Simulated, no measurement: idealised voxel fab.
process module | voxel wiring stack
cross-section cut | 270 nm wide | cells 5 nm
A cross-section is a grid of square cells, given in bands from the top down. A band is one or more rows of cells.
Each band's line starts with the height of the band's top and of its bottom, in nm. Then come its materials from left to right, each with its width in nm. One material with "throughout" fills the band from edge to edge. "air" is empty space.
Height 0 is the level under which the wafer as received is all one material. The lowest band goes on downwards, as in "0 down".
A width such as "30 to 40" changes by the same amount from each row of cells to the next, from the band's top row to its bottom row.
"no change" after a step means that no cell of the cross-section changed.
closed voids: empty space of 8 cells or more with no open way to the top, each as width x height at its distance from the left edge, in nm
after a step's settings: what the simulator itself notes on the step
overlay nm, on a step with a mask: how far to the right of its planned place the mask lay; to the left if negative
plan
1 op RECEIVE | material Si
2 op CONFORMAL_DEP | material SiO2 | thk nm 10
3 op CONFORMAL_DEP | material SiCN | thk nm 5
4 op DIRECTIONAL_DEP | material SiO2 | thk nm 20
5 op DIRECTIONAL_DEP | material aC | thk nm 10
6 op PATTERN | tone open | mask id METAL_1 | material resist | width nm 20 | pitch nm 45 | thk nm 30 | overlay nm 0
7 op DIRECTIONAL_ETCH | etch materials aC | depth nm 10
8 op STRIP | etch materials resist
9 op DIRECTIONAL_ETCH | etch materials SiO2 | depth nm 20
10 op DIRECTIONAL_ETCH | etch materials SiCN | depth nm 5
11 op STRIP | etch materials aC
12 op CONFORMAL_DEP | material TiN | thk nm 5
13 op FILL_DEP | material Cu | thk nm 10
14 op CMP | height nm 35
15 op EPI | material Ru | thk nm 5
16 op FILL_DEP | material SiCN | thk nm 5
17 op DIRECTIONAL_DEP | material SiO2 | thk nm 20
18 op PATTERN | tone open | mask id PLUG_1 | material resist | width nm 15 | thk nm 15 | overlay nm 0
19 op DIRECTIONAL_ETCH | etch materials SiO2 | depth nm 20
20 op DIRECTIONAL_ETCH | etch materials SiCN | depth nm 5
21 op STRIP | etch materials resist
22 op CONFORMAL_DEP | material TiN | thk nm 5
23 op FILL_DEP | material Ru | thk nm 5
24 op CMP | height nm 65
25 op DIRECTIONAL_DEP | material TiN | thk nm 5
26 op DIRECTIONAL_DEP | material Ru | thk nm 25
27 op MASKED_ETCH | tone cover | mask id METAL_2 | width nm 20 | pitch nm 45 | etch materials Ru | depth nm 25 | overlay nm 0
28 op MASKED_ETCH | tone cover | mask id METAL_2 | width nm 20 | pitch nm 45 | etch materials TiN | depth nm 5 | overlay nm 0
29 op CONFORMAL_DEP | material SiN | thk nm 5
30 op FILL_DEP | material lowk | thk nm 5
31 op CMP | height nm 95
32 op CONFORMAL_DEP | material SiCN | thk nm 5
33 op DIRECTIONAL_DEP | material SiO2 | thk nm 15
34 op PATTERN | tone open | mask id PLUG_2 | material resist | width nm 15 | pitch nm 45 | thk nm 15 | overlay nm 0
35 op DIRECTIONAL_ETCH | etch materials SiO2 | depth nm 15
36 op DIRECTIONAL_ETCH | etch materials SiCN | depth nm 5
37 op STRIP | etch materials resist
38 op CONFORMAL_DEP | material TiN | thk nm 5
39 op FILL_DEP | material Ru | thk nm 10
40 op CMP | height nm 115
41 op DIRECTIONAL_DEP | material TiN | thk nm 5
42 op DIRECTIONAL_DEP | material Ru | thk nm 15
43 op MASKED_ETCH | tone cover | mask id METAL_3 | width nm 20 | pitch nm 45 | etch materials Ru | depth nm 15 | overlay nm 0
44 op MASKED_ETCH | tone cover | mask id METAL_3 | width nm 20 | pitch nm 45 | etch materials TiN | depth nm 5 | overlay nm 0
45 op CONFORMAL_DEP | material SiCN | thk nm 5
46 op FILL_DEP | material SiO2 | thk nm 10
47 op CMP | height nm 135
48 op CONFORMAL_DEP | material SiCN | thk nm 5
as received, after step 1
  0 down: Si throughout
  closed voids: none
first wafer at the end, as planned
  140 to 135: SiCN throughout
  135 to 120: SiO2 95 | SiCN 5 | Ru 20 | SiCN 5 | SiO2 15 | SiCN 5 | Ru 20 | SiCN 5 | SiO2 100
  120 to 115: SiCN 100 | TiN 20 | SiCN 25 | TiN 20 | SiCN 105
  115 to 100: SiO2 100 | TiN 5 | Ru 5 | TiN 5 | SiO2 30 | TiN 5 | Ru 5 | TiN 5 | SiO2 110
  100 to 95: SiCN 100 | TiN 15 | SiCN 30 | TiN 15 | SiCN 110
  95 to 70: lowk 95 | SiN 5 | Ru 20 | SiN 5 | lowk 15 | SiN 5 | Ru 20 | SiN 5 | lowk 100
  70 to 65: SiN 100 | TiN 20 | SiN 25 | TiN 20 | SiN 105
  65 to 45: SiO2 100 | TiN 5 | Ru 5 | TiN 5 | SiO2 155
  45 to 40: SiCN 100 | TiN 15 | SiCN 155
  40 to 35: SiCN 95 | Ru 30 | SiCN 15 | Ru 30 | SiCN 100
  35 to 15: SiO2 100 | TiN 5 | Cu 10 | TiN 5 | SiO2 25 | TiN 5 | Cu 10 | TiN 5 | SiO2 105
  15 to 10: SiCN 100 | TiN 20 | SiCN 25 | TiN 20 | SiCN 105
  10 to 0: SiO2 throughout
  0 down: Si throughout
  closed voids: none
second wafer at the end: like start, like plan, one mistake
  140 to 135: SiCN throughout
  135 to 120: SiO2 95 | SiCN 5 | Ru 20 | SiCN 5 | SiO2 15 | SiCN 5 | Ru 20 | SiCN 5 | SiO2 100
  120 to 115: SiCN 100 | TiN 20 | SiCN 25 | TiN 20 | SiCN 105
  115 to 100: SiO2 100 | TiN 5 | Ru 5 | TiN 5 | SiO2 30 | TiN 5 | Ru 5 | TiN 5 | SiO2 110
  100 to 95: SiCN 100 | TiN 15 | SiCN 30 | TiN 15 | SiCN 110
  95 to 70: lowk 95 | SiN 5 | Ru 20 | SiN 5 | lowk 15 | SiN 5 | Ru 20 | SiN 5 | lowk 100
  70 to 65: SiN 100 | TiN 20 | SiN 25 | TiN 20 | SiN 105
  65 to 60: Ru 90 | TiN 15 | Ru 5 | TiN 20 | Ru 5 | TiN 40 | Ru 95
  60 to 55: TiN 95 | SiO2 5 | TiN 5 | Ru 5 | TiN 5 | SiO2 10 | TiN 15 | SiO2 30 | TiN 100
  55 to 45: SiO2 100 | TiN 5 | Ru 5 | TiN 5 | SiO2 155
  45 to 40: SiO2 100 | TiN 15 | SiO2 155
  40 to 35: SiO2 95 | Ru 30 | SiO2 15 | Ru 30 | SiO2 100
  35 to 15: SiO2 100 | TiN 5 | Cu 10 | TiN 5 | SiO2 25 | TiN 5 | Cu 10 | TiN 5 | SiO2 105
  15 to 10: SiCN 100 | TiN 20 | SiCN 25 | TiN 20 | SiCN 105
  10 to 0: SiO2 throughout
  0 down: Si throughout
  closed voids: none
what went wrong: step 16 was left out
at the end the second wafer has, in cells: 38 more of Ru | 93 fewer of SiCN | 55 more of TiN
